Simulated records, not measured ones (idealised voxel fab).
Proc. module: voxel capacitor over wiring
Section shown: cut. Width: 205 nm. Cell size: 5 nm, square.
Heads up, the way a cross-section reads in here is a grid of square cells, handed over as bands from the top down, with every band being one or more rows of cells.
First you get the band's top height and its bottom height, in nm, and then the materials it's made of, left to right, with each width in nm. If you see a single material with "everywhere", that one covers the band edge to edge. "blank" is empty space.
Convention: height 0 is the level below which the wafer, as received, is all one material. The lowest band does not terminate at the bottom but continues downward, represented as "0 nm and below".
A width given as "30->40" starts at the first number in the band's top row and ends at the second number in its bottom row, shifting by an equal amount at every step from row to row.
"identical to before" (step): cross-section cells unchanged, all of them.
Heads up: "Enclosed cavity list" only lists the empty pockets with no open path to the top that are 8 cells or more, and it writes them as width x height at distance, distance from the left edge, in nm.
On a step's line, text after the settings is the simulator commenting on that step.
"overlay nm" on a masked step: distance the mask lay right of its planned place, negative for left.
[The following list gives the planned process steps]
1,RECEIVE (material Si)
2,CONFORMAL_DEP (material SiO2; thk nm 10)
3,DIRECTIONAL_DEP (material TiN; thk nm 5)
4,DIRECTIONAL_DEP (material Ru; thk nm 20)
5,MASKED_ETCH (tone cover; mask id METAL_1; width nm 25; pitch nm 90; etch materials Ru; depth nm 20; overlay nm 0)
6,MASKED_ETCH (tone cover; mask id METAL_1; width nm 25; pitch nm 90; etch materials TiN; depth nm 5; overlay nm 0)
7,CONFORMAL_DEP (material SiN; thk nm 5)
8,FILL_DEP (material SiO2; thk nm 10)
9,CMP (height nm 35)
10,CONFORMAL_DEP (material SiCN; thk nm 5)
11,DIRECTIONAL_DEP (material lowk; thk nm 20)
12,DIRECTIONAL_DEP (material aC; thk nm 10)
13,PATTERN (tone open; mask id PLUG_1; material resist; width nm 15; thk nm 30; overlay nm 0)
14,DIRECTIONAL_ETCH (etch materials aC; depth nm 10)
15,STRIP (etch materials resist)
16,DIRECTIONAL_ETCH (etch materials lowk; depth nm 20)
17,DIRECTIONAL_ETCH (etch materials SiCN; depth nm 5)
18,STRIP (etch materials aC)
19,EPI (material Ru; thk nm 10)
20,EPI (material Ru; thk nm 10)
21,EPI (material Ru; thk nm 5)
22,DIRECTIONAL_DEP (material TiN; thk nm 10)
23,DIRECTIONAL_DEP (material SiN; thk nm 5)
24,DIRECTIONAL_DEP (material TiN; thk nm 5)
25,PATTERN (tone cover; mask id UPPER_PLATE; material resist; width nm 70; thk nm 15; overlay nm 0)
26,DIRECTIONAL_ETCH (etch materials TiN; depth nm 5)
27,DIRECTIONAL_ETCH (etch materials SiN; depth nm 5)
28,STRIP (etch materials resist)
29,DIRECTIONAL_DEP (material aC; thk nm 15)
30,PATTERN (tone cover; mask id LOWER_PLATE; material resist; width nm 80; thk nm 30; overlay nm 0)
31,DIRECTIONAL_ETCH (etch materials aC; depth nm 15)
32,STRIP (etch materials resist)
33,DIRECTIONAL_ETCH (etch materials TiN; depth nm 10)
34,STRIP (etch materials aC)
35,FILL_DEP (material SiO2; thk nm 20)
36,CMP (height nm 95)
37,MASKED_ETCH (tone open; mask id PLUG_2; width nm 15; etch materials SiO2; depth nm 15; overlay nm 0)
38,CONFORMAL_DEP (material TiN; thk nm 5)
39,FILL_DEP (material W; thk nm 10)
40,CMP (height nm 95)
41,CONFORMAL_DEP (material SiN; thk nm 5)
[First out of two wafers; run went to plan]
[The cross-section here shows the wafer as received, i.e. in its state after step 1]
  0 nm and below | Si everywhere
  Enclosed cavity list: none
[Wafer xsec, post step 2]
  10 nm to 0 nm | SiO2 everywhere
  Under the height 0 nothing was changed.
[Wafer xsec, post step 3]
  15 nm to 10 nm | TiN everywhere
  Under the height 10 nothing was changed.
[Wafer xsec, post step 4]
  35 nm to 15 nm | Ru everywhere
  Under the height 15 nothing was changed.
[Wafer xsec, post step 5]
  35 nm to 15 nm | blank (45), Ru (25), blank (65), Ru (25), blank (45)
  Under the height 15 nothing was changed.
[Wafer xsec, post step 6]
  35 nm to 15 nm | blank (45), Ru (25), blank (65), Ru (25), blank (45)
  15 nm to 10 nm | blank (45), TiN (25), blank (65), TiN (25), blank (45)
  Under the height 10 nothing was changed.
[Wafer xsec, post step 7]
  40 nm to 35 nm | blank (40), SiN (35), blank (55), SiN (35), blank (40)
  35 nm to 15 nm | blank (40), SiN (5), Ru (25), SiN (5), blank (55), SiN (5), Ru (25), SiN (5), blank (40)
  15 nm to 10 nm | SiN (45), TiN (25), SiN (65), TiN (25), SiN (45)
  Under the height 10 nothing was changed.
[Wafer xsec, post step 8]
  50 nm to 40 nm | SiO2 everywhere
  40 nm to 35 nm | SiO2 (40), SiN (35), SiO2 (55), SiN (35), SiO2 (40)
  35 nm to 15 nm | SiO2 (40), SiN (5), Ru (25), SiN (5), SiO2 (55), SiN (5), Ru (25), SiN (5), SiO2 (40)
  Under the height 15 nothing was changed.
[Wafer xsec, post step 9]
  35 nm to 15 nm | SiO2 (40), SiN (5), Ru (25), SiN (5), SiO2 (55), SiN (5), Ru (25), SiN (5), SiO2 (40)
  Under the height 15 nothing was changed.
[Wafer xsec, post step 10]
  40 nm to 35 nm | SiCN everywhere
  Under the height 35 nothing was changed.
[Wafer xsec, post step 11]
  60 nm to 40 nm | lowk everywhere
  Under the height 40 nothing was changed.
[Wafer xsec, post step 12]
  70 nm to 60 nm | aC everywhere
  Under the height 60 nothing was changed.
[Wafer xsec, post step 13]
  100 nm to 70 nm | resist (55), blank (15), resist (135)
  Under the height 70 nothing was changed.
[Wafer xsec, post step 14]
  90 nm to 70 nm | resist (55), blank (15), resist (135)
  70 nm to 60 nm | aC (55), blank (15), aC (135)
  Under the height 60 nothing was changed.
[Wafer xsec, post step 15]
  70 nm to 60 nm | aC (55), blank (15), aC (135)
  Under the height 60 nothing was changed.
[Wafer xsec, post step 16]
  70 nm to 60 nm | aC (55), blank (15), aC (135)
  60 nm to 40 nm | lowk (55), blank (15), lowk (135)
  Under the height 40 nothing was changed.
[Wafer xsec, post step 17]
  70 nm to 60 nm | aC (55), blank (15), aC (135)
  60 nm to 40 nm | lowk (55), blank (15), lowk (135)
  40 nm to 35 nm | SiCN (55), blank (15), SiCN (135)
  Under the height 35 nothing was changed.
[Wafer xsec, post step 18]
  60 nm to 40 nm | lowk (55), blank (15), lowk (135)
  Under the height 40 nothing was changed.
[Wafer xsec, post step 19]
  60 nm to 45 nm | lowk (55), blank (15), lowk (135)
  45 nm to 40 nm | lowk (55), Ru (15), lowk (135)
  40 nm to 35 nm | SiCN (55), Ru (15), SiCN (135)
  Under the height 35 nothing was changed.
[Wafer xsec, post step 20]
  60 nm to 55 nm | lowk (55), blank (15), lowk (135)
  55 nm to 40 nm | lowk (55), Ru (15), lowk (135)
  Under the height 40 nothing was changed.
[Wafer xsec, post step 21]
  60 nm to 40 nm | lowk (55), Ru (15), lowk (135)
  Under the height 40 nothing was changed.
[Wafer xsec, post step 22]
  70 nm to 60 nm | TiN everywhere
  Under the height 60 nothing was changed.
[Wafer xsec, post step 23]
  75 nm to 70 nm | SiN everywhere
  Under the height 70 nothing was changed.
[Wafer xsec, post step 24]
  80 nm to 75 nm | TiN everywhere
  Under the height 75 nothing was changed.
[Wafer xsec, post step 25]
  95 nm to 80 nm | blank (55), resist (70), blank (80)
  Under the height 80 nothing was changed.
[Wafer xsec, post step 26]
  95 nm to 80 nm | blank (55), resist (70), blank (80)
  80 nm to 75 nm | blank (55), TiN (70), blank (80)
  Under the height 75 nothing was changed.
[Wafer xsec, post step 27]
  95 nm to 80 nm | blank (55), resist (70), blank (80)
  80 nm to 75 nm | blank (55), TiN (70), blank (80)
  75 nm to 70 nm | blank (55), SiN (70), blank (80)
  Under the height 70 nothing was changed.
[Wafer xsec, post step 28]
  80 nm to 75 nm | blank (55), TiN (70), blank (80)
  Under the height 75 nothing was changed.
[Wafer xsec, post step 29]
  95 nm to 85 nm | blank (55), aC (70), blank (80)
  85 nm to 80 nm | aC everywhere
  80 nm to 75 nm | aC (55), TiN (70), aC (80)
  75 nm to 70 nm | aC (55), SiN (70), aC (80)
  Under the height 70 nothing was changed.
[Wafer xsec, post step 30]
  125 nm to 95 nm | blank (50), resist (80), blank (75)
  95 nm to 85 nm | blank (50), resist (5), aC (70), resist (5), blank (75)
  Under the height 85 nothing was changed.
[Wafer xsec, post step 31]
  110 nm to 95 nm | blank (50), resist (80), blank (75)
  95 nm to 85 nm | blank (50), resist (5), aC (70), resist (5), blank (75)
  85 nm to 80 nm | blank (50), aC (80), blank (75)
  80 nm to 75 nm | blank (50), aC (5), TiN (70), aC (5), blank (75)
  75 nm to 70 nm | blank (50), aC (5), SiN (70), aC (5), blank (75)
  Under the height 70 nothing was changed.
[Wafer xsec, post step 32]
  95 nm to 85 nm | blank (55), aC (70), blank (80)
  Under the height 85 nothing was changed.
[Wafer xsec, post step 33]
  95 nm to 85 nm | blank (55), aC (70), blank (80)
  85 nm to 80 nm | blank (50), aC (80), blank (75)
  80 nm to 75 nm | blank (50), aC (5), TiN (70), aC (5), blank (75)
  75 nm to 70 nm | blank (50), aC (5), SiN (70), aC (5), blank (75)
  70 nm to 60 nm | blank (50), TiN (80), blank (75)
  Under the height 60 nothing was changed.
[Wafer xsec, post step 34]
  80 nm to 75 nm | blank (55), TiN (70), blank (80)
  75 nm to 70 nm | blank (55), SiN (70), blank (80)
  Under the height 70 nothing was changed.
[Wafer xsec, post step 35]
  100 nm to 80 nm | SiO2 everywhere
  80 nm to 75 nm | SiO2 (55), TiN (70), SiO2 (80)
  75 nm to 70 nm | SiO2 (55), SiN (70), SiO2 (80)
  70 nm to 60 nm | SiO2 (50), TiN (80), SiO2 (75)
  Under the height 60 nothing was changed.
[Wafer xsec, post step 36]
  95 nm to 80 nm | SiO2 everywhere
  Under the height 80 nothing was changed.
[Wafer xsec, post step 37]
  95 nm to 80 nm | SiO2 (65), blank (15), SiO2 (125)
  Under the height 80 nothing was changed.
[Wafer xsec, post step 38]
  100 nm to 95 nm | TiN (70), blank (5), TiN (130)
  95 nm to 85 nm | SiO2 (65), TiN (5), blank (5), TiN (5), SiO2 (125)
  85 nm to 75 nm | SiO2 (65->55), TiN (15->70), SiO2 (125->80)
  Under the height 75 nothing was changed.
[Wafer xsec, post step 39]
  110 nm to 100 nm | W everywhere
  100 nm to 95 nm | TiN (70), W (5), TiN (130)
  95 nm to 85 nm | SiO2 (65), TiN (5), W (5), TiN (5), SiO2 (125)
  Under the height 85 nothing was changed.
[Wafer xsec, post step 40]
  95 nm to 85 nm | SiO2 (65), TiN (5), W (5), TiN (5), SiO2 (125)
  Under the height 85 nothing was changed.
[Wafer xsec, post step 41]
  100 nm to 95 nm | SiN everywhere
  Under the height 95 nothing was changed.
[What follows concerns the second wafer, which started out like the first and was meant to follow the very same plan; one mistake crept in when it was run, but everything up to and including step 10 is the same as for the first wafer]
[Second wafer profile in section, at the moment step 11 of the plan was meant to be complete]
  80 nm to 40 nm | lowk everywhere
  Under the height 40 nothing was changed.
[Second wafer profile in section, at the moment step 12 of the plan was meant to be complete]
  90 nm to 80 nm | aC everywhere
  Under the height 80 nothing was changed.
[Second wafer profile in section, at the moment step 13 of the plan was meant to be complete]
  120 nm to 90 nm | resist (55), blank (15), resist (135)
  Under the height 90 nothing was changed.
[Second wafer profile in section, at the moment step 14 of the plan was meant to be complete]
  110 nm to 90 nm | resist (55), blank (15), resist (135)
  90 nm to 80 nm | aC (55), blank (15), aC (135)
  Under the height 80 nothing was changed.
[Second wafer profile in section, at the moment step 15 of the plan was meant to be complete]
  90 nm to 80 nm | aC (55), blank (15), aC (135)
  Under the height 80 nothing was changed.
[Second wafer profile in section, at the moment step 16 of the plan was meant to be complete]
  90 nm to 80 nm | aC (55), blank (15), aC (135)
  80 nm to 60 nm | lowk (55), blank (15), lowk (135)
  Under the height 60 nothing was changed.
Second wafer profile in section, at the moment step 17 of the plan was meant to be complete: identical to before
[Second wafer profile in section, at the moment step 18 of the plan was meant to be complete]
  80 nm to 60 nm | lowk (55), blank (15), lowk (135)
  Under the height 60 nothing was changed.
Second wafer profile in section, at the moment step 19 of the plan was meant to be complete: identical to before
Second wafer profile in section, at the moment step 20 of the plan was meant to be complete: identical to before
Second wafer profile in section, at the moment step 21 of the plan was meant to be complete: identical to before
[Second wafer profile in section, at the moment step 22 of the plan was meant to be complete]
  90 nm to 80 nm | TiN (55), blank (15), TiN (135)
  80 nm to 70 nm | lowk (55), blank (15), lowk (135)
  70 nm to 60 nm | lowk (55), TiN (15), lowk (135)
  Under the height 60 nothing was changed.
[Second wafer profile in section, at the moment step 23 of the plan was meant to be complete]
  95 nm to 90 nm | SiN (55), blank (15), SiN (135)
  90 nm to 80 nm | TiN (55), blank (15), TiN (135)
  80 nm to 75 nm | lowk (55), blank (15), lowk (135)
  75 nm to 70 nm | lowk (55), SiN (15), lowk (135)
  Under the height 70 nothing was changed.
[Second wafer profile in section, at the moment step 24 of the plan was meant to be complete]
  100 nm to 95 nm | TiN (55), blank (15), TiN (135)
  95 nm to 90 nm | SiN (55), blank (15), SiN (135)
  90 nm to 80 nm | TiN (55), blank (15), TiN (135)
  80 nm to 75 nm | lowk (55), TiN (15), lowk (135)
  Under the height 75 nothing was changed.
[Second wafer profile in section, at the moment step 25 of the plan was meant to be complete]
  115 nm to 100 nm | blank (55), resist (70), blank (80)
  100 nm to 95 nm | TiN (55), resist (15), TiN (135)
  95 nm to 90 nm | SiN (55), resist (15), SiN (135)
  90 nm to 80 nm | TiN (55), resist (15), TiN (135)
  Under the height 80 nothing was changed.
[Second wafer profile in section, at the moment step 26 of the plan was meant to be complete]
  115 nm to 100 nm | blank (55), resist (70), blank (80)
  100 nm to 95 nm | blank (55), resist (15), TiN (55), blank (80)
  Under the height 95 nothing was changed.
[Second wafer profile in section, at the moment step 27 of the plan was meant to be complete]
  115 nm to 100 nm | blank (55), resist (70), blank (80)
  100 nm to 95 nm | blank (55), resist (15), TiN (55), blank (80)
  95 nm to 90 nm | blank (55), resist (15), SiN (55), blank (80)
  Under the height 90 nothing was changed.
[Second wafer profile in section, at the moment step 28 of the plan was meant to be complete]
  100 nm to 95 nm | blank (70), TiN (55), blank (80)
  95 nm to 90 nm | blank (70), SiN (55), blank (80)
  90 nm to 80 nm | TiN (55), blank (15), TiN (135)
  Under the height 80 nothing was changed.
[Second wafer profile in section, at the moment step 29 of the plan was meant to be complete]
  115 nm to 105 nm | blank (70), aC (55), blank (80)
  105 nm to 100 nm | aC (55), blank (15), aC (135)
  100 nm to 95 nm | aC (55), blank (15), TiN (55), aC (80)
  95 nm to 90 nm | aC (70), SiN (55), aC (80)
  90 nm to 80 nm | TiN (55), aC (15), TiN (135)
  Under the height 80 nothing was changed.
[Second wafer profile in section, at the moment step 30 of the plan was meant to be complete]
  145 nm to 115 nm | blank (50), resist (80), blank (75)
  115 nm to 105 nm | blank (50), resist (20), aC (55), resist (5), blank (75)
  105 nm to 100 nm | aC (55), resist (15), aC (135)
  100 nm to 95 nm | aC (55), resist (15), TiN (55), aC (80)
  Under the height 95 nothing was changed.
[Second wafer profile in section, at the moment step 31 of the plan was meant to be complete]
  130 nm to 115 nm | blank (50), resist (80), blank (75)
  115 nm to 105 nm | blank (50), resist (20), aC (55), resist (5), blank (75)
  105 nm to 100 nm | blank (50), aC (5), resist (15), aC (60), blank (75)
  100 nm to 95 nm | blank (50), aC (5), resist (15), TiN (55), aC (5), blank (75)
  95 nm to 90 nm | blank (50), aC (20), SiN (55), aC (5), blank (75)
  Under the height 90 nothing was changed.
[Second wafer profile in section, at the moment step 32 of the plan was meant to be complete]
  115 nm to 105 nm | blank (70), aC (55), blank (80)
  105 nm to 100 nm | blank (50), aC (5), blank (15), aC (60), blank (75)
  100 nm to 95 nm | blank (50), aC (5), blank (15), TiN (55), aC (5), blank (75)
  Under the height 95 nothing was changed.
[Second wafer profile in section, at the moment step 33 of the plan was meant to be complete]
  115 nm to 105 nm | blank (70), aC (55), blank (80)
  105 nm to 100 nm | blank (50), aC (5), blank (15), aC (60), blank (75)
  100 nm to 95 nm | blank (50), aC (5), blank (15), TiN (55), aC (5), blank (75)
  95 nm to 90 nm | blank (50), aC (20), SiN (55), aC (5), blank (75)
  90 nm to 80 nm | blank (50), TiN (5), aC (15), TiN (60), blank (75)
  Under the height 80 nothing was changed.
[Second wafer profile in section, at the moment step 34 of the plan was meant to be complete]
  100 nm to 95 nm | blank (70), TiN (55), blank (80)
  95 nm to 90 nm | blank (70), SiN (55), blank (80)
  90 nm to 80 nm | blank (50), TiN (5), blank (15), TiN (60), blank (75)
  Under the height 80 nothing was changed.
[Second wafer profile in section, at the moment step 35 of the plan was meant to be complete]
  120 nm to 100 nm | SiO2 everywhere
  100 nm to 95 nm | SiO2 (70), TiN (55), SiO2 (80)
  95 nm to 90 nm | SiO2 (70), SiN (55), SiO2 (80)
  90 nm to 80 nm | SiO2 (50), TiN (5), SiO2 (15), TiN (60), SiO2 (75)
  Under the height 80 nothing was changed.
[Second wafer profile in section, at the moment step 36 of the plan was meant to be complete]
  95 nm to 90 nm | SiO2 (70), SiN (55), SiO2 (80)
  Under the height 90 nothing was changed.
[Second wafer profile in section, at the moment step 37 of the plan was meant to be complete]
  95 nm to 90 nm | SiO2 (65), blank (5), SiN (55), SiO2 (80)
  90 nm to 80 nm | SiO2 (50), TiN (5), SiO2 (10), blank (5), TiN (60), SiO2 (75)
  Under the height 80 nothing was changed.
[Second wafer profile in section, at the moment step 38 of the plan was meant to be complete]
  100 nm to 95 nm | TiN everywhere
  95 nm to 90 nm | SiO2 (65), TiN (5), SiN (55), SiO2 (80)
  90 nm to 80 nm | SiO2 (50), TiN (5), SiO2 (10), TiN (65), SiO2 (75)
  Under the height 80 nothing was changed.
[Second wafer profile in section, at the moment step 39 of the plan was meant to be complete]
  110 nm to 100 nm | W everywhere
  Under the height 100 nothing was changed.
[Second wafer profile in section, at the moment step 40 of the plan was meant to be complete]
  95 nm to 90 nm | SiO2 (65), TiN (5), SiN (55), SiO2 (80)
  Under the height 90 nothing was changed.
[Second wafer profile in section, at the moment step 41 of the plan was meant to be complete]
  100 nm to 95 nm | SiN everywhere
  Under the height 95 nothing was changed.
Here's what went sideways: the plan's step 11 ran twice
It is noted that, at the conclusion of processing, the second wafer exhibits a higher or lower cell count for certain materials relative to the first: -15 Ru | +3 SiCN | -135 SiO2 | -15 TiN | -2 W | +164 lowk
